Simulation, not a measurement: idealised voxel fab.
process module | voxel air gaps
cross-section cut | 220 nm wide | cells 5 nm
A cross-section is a grid of square cells, given in bands from the top down. A band is one or more rows of cells.
Each band's line starts with the height of the band's top and of its bottom, in nm. Then come its materials from left to right, each with its width in nm. One material with "throughout" fills the band from edge to edge. "air" is empty space.
Height 0 is the level under which the wafer as received is all one material. The lowest band goes on downwards, as in "0 down".
A width such as "30 to 40" changes by the same amount from each row of cells to the next, from the band's top row to its bottom row.
"no change" after a step means that no cell of the cross-section changed.
closed voids: empty space of 8 cells or more with no open way to the top, each as width x height at its distance from the left edge, in nm
after a step's settings: what the simulator itself notes on the step
overlay nm, on a step with a mask: how far to the right of its planned place the mask lay; to the left if negative
plan
1 op RECEIVE | material Si
2 op CONFORMAL_DEP | material SiO2 | thk nm 10
3 op CONFORMAL_DEP | material SiCN | thk nm 5
4 op DIRECTIONAL_DEP | material SiO2 | thk nm 30
5 op PATTERN | tone open | mask id LINES | material resist | width nm 25 | pitch nm 50 | thk nm 15 | overlay nm -5
6 op DIRECTIONAL_ETCH | etch materials SiO2 | depth nm 30
7 op STRIP | etch materials resist
8 op CONFORMAL_DEP | material TiN | thk nm 5
9 op FILL_DEP | material Ru | thk nm 5
10 op CMP | height nm 45
11 op EPI | material Ru | thk nm 10
12 op SELECTIVE_ETCH | etch materials SiO2 | depth nm 40
13 op CONFORMAL_DEP | material SiCN | thk nm 5
varied across the wafers: overlay nm of step 5. The plan shows the first wafer's value. All wafers start alike
first wafer as received, after step 1
  0 down: Si throughout
  closed voids: none
first wafer at the end, after step 13
  60 to 55: SiCN 205 | air 15
  55 to 45: SiCN 5 | Ru 45 | SiCN 5 | Ru 45 | SiCN 5 | Ru 45 | SiCN 5 | Ru 45 | SiCN 5 | air 15
  45 to 40: SiCN 15 | TiN 5 | Ru 15 | TiN 5 | SiCN 25 | TiN 5 | Ru 15 | TiN 5 | SiCN 25 | TiN 5 | Ru 15 | TiN 5 | SiCN 25 | TiN 5 | Ru 15 | TiN 5 | SiCN 15 | air 15
  40 to 20: air 10 | SiCN 5 | TiN 5 | Ru 15 | TiN 5 | SiCN 5 | air 15 | SiCN 5 | TiN 5 | Ru 15 | TiN 5 | SiCN 5 | air 15 | SiCN 5 | TiN 5 | Ru 15 | TiN 5 | SiCN 5 | air 15 | SiCN 5 | TiN 5 | Ru 15 | TiN 5 | SiCN 5 | air 25
  20 to 15: SiCN 15 | TiN 25 | SiCN 25 | TiN 25 | SiCN 25 | TiN 25 | SiCN 25 | TiN 25 | SiCN 30
  15 to 10: SiCN throughout
  10 to 0: SiO2 throughout
  0 down: Si throughout
  closed voids: 10 x 20 at 0; 15 x 20 at 45; 15 x 20 at 95; 15 x 20 at 145
last wafer at the end
  60 to 55: air 15 | SiCN 205
  55 to 45: air 15 | SiCN 5 | Ru 45 | SiCN 5 | Ru 45 | SiCN 5 | Ru 45 | SiCN 5 | Ru 45 | SiCN 5
  45 to 40: air 15 | SiCN 15 | TiN 5 | Ru 15 | TiN 5 | SiCN 25 | TiN 5 | Ru 15 | TiN 5 | SiCN 25 | TiN 5 | Ru 15 | TiN 5 | SiCN 25 | TiN 5 | Ru 15 | TiN 5 | SiCN 15
  40 to 20: air 25 | SiCN 5 | TiN 5 | Ru 15 | TiN 5 | SiCN 5 | air 15 | SiCN 5 | TiN 5 | Ru 15 | TiN 5 | SiCN 5 | air 15 | SiCN 5 | TiN 5 | Ru 15 | TiN 5 | SiCN 5 | air 15 | SiCN 5 | TiN 5 | Ru 15 | TiN 5 | SiCN 5 | air 10
  20 to 15: SiCN 30 | TiN 25 | SiCN 25 | TiN 25 | SiCN 25 | TiN 25 | SiCN 25 | TiN 25 | SiCN 15
  15 to 10: SiCN throughout
  10 to 0: SiO2 throughout
  0 down: Si throughout
  closed voids: 15 x 20 at 60; 15 x 20 at 110; 15 x 20 at 160; 10 x 20 at 210
each wafer at the end: cells of each material gained (+) or lost (-) since it was received, then its closed voids
overlay nm -5 | +132 Ru | +172 SiCN | +88 SiO2 | +60 TiN | closed voids: 10 x 20 at 0; 15 x 20 at 45; 15 x 20 at 95; 15 x 20 at 145
overlay nm 0 | +132 Ru | +172 SiCN | +88 SiO2 | +60 TiN | closed voids: 15 x 20 at 50; 15 x 20 at 100; 15 x 20 at 150
overlay nm 5 | +132 Ru | +172 SiCN | +88 SiO2 | +60 TiN | closed voids: 15 x 20 at 55; 15 x 20 at 105; 15 x 20 at 155
overlay nm 10 | +132 Ru | +172 SiCN | +88 SiO2 | +60 TiN | closed voids: 15 x 20 at 60; 15 x 20 at 110; 15 x 20 at 160; 10 x 20 at 210
